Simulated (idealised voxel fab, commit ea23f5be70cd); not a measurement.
Module name: voxel trench capacitor (process module)
Section shown: cut. Width: 195 nm. Cell size: 5 nm, square.
Cross-section spec: square-cell grid; bands listed top down; each band is one or more rows.
Quick guide to a band line: top height, bottom height (nm) up front; then every material left to right with its width in nm. Only one material and it's marked "everywhere"? Then it fills the band edge to edge. And "air" just means empty space.
Height 0 is the level under which the wafer as received is all one material. The lowest band goes on downwards, as in "0..down".
Graded width ("30->40"): value in top row of band = first number; value in bottom row = second number; row-to-row change constant.
"nothing changed", as given for a step, is the statement that not any cell of the cross-section underwent a change during that step.
Look at "Enclosed void list" for the closed voids: empty spaces with no open path to the top, sized 8 cells or up. Each is width x height at distance, distance from the left edge, all nm.
That trailing text on a step's line, after the settings, is the simulator's own remark on the step.
When a step includes a mask, the "overlay nm" setting on its line states how far to the right of its planned place that mask lay, and negative values state how far to the left.
## Process steps - plan
1. RECEIVE with material Si
2. CONFORMAL_DEP with material SiN, thk nm 10
3. PATTERN with tone open, mask id TRENCH, material resist, width nm 25, pitch nm 45, thk nm 15, overlay nm -15
4. DIRECTIONAL_ETCH with etch materials SiN, depth nm 10
5. DIRECTIONAL_ETCH with etch materials Si, depth nm 30
6. STRIP with etch materials resist
7. CONFORMAL_DEP with material Al2O3, thk nm 5
8. CONFORMAL_DEP with material TiN, thk nm 5
9. FILL_DEP with material W, thk nm 5
10. CMP with height nm 10
Keep in mind the plan's value for the overlay nm of step 3 comes from the first wafer; the wafers don't share that setting, but they do share the same starting point.
## Received wafers, first of several: cross-section after step 1
0..down = Si everywhere
Enclosed void list: none
## Here is how to read the rows: every wafer has a row, and it shows the wafer at the end of the module, giving for each material how many cells were gained (+) or lost (-) since the wafer was received, then listing its closed voids
overlay nm -15; +57 Al2O3; -90 Si; +48 SiN; +45 TiN; +18 W; Enclosed void list: none
overlay nm -10; +57 Al2O3; -90 Si; +48 SiN; +45 TiN; +18 W; Enclosed void list: none
overlay nm -5; +57 Al2O3; -90 Si; +48 SiN; +45 TiN; +18 W; Enclosed void list: none
overlay nm 0; +57 Al2O3; -90 Si; +48 SiN; +45 TiN; +18 W; Enclosed void list: none
overlay nm 5; +57 Al2O3; -90 Si; +48 SiN; +45 TiN; +18 W; Enclosed void list: none
overlay nm 10; +57 Al2O3; -90 Si; +48 SiN; +45 TiN; +18 W; Enclosed void list: none
overlay nm 15; +57 Al2O3; -90 Si; +48 SiN; +45 TiN; +18 W; Enclosed void list: none
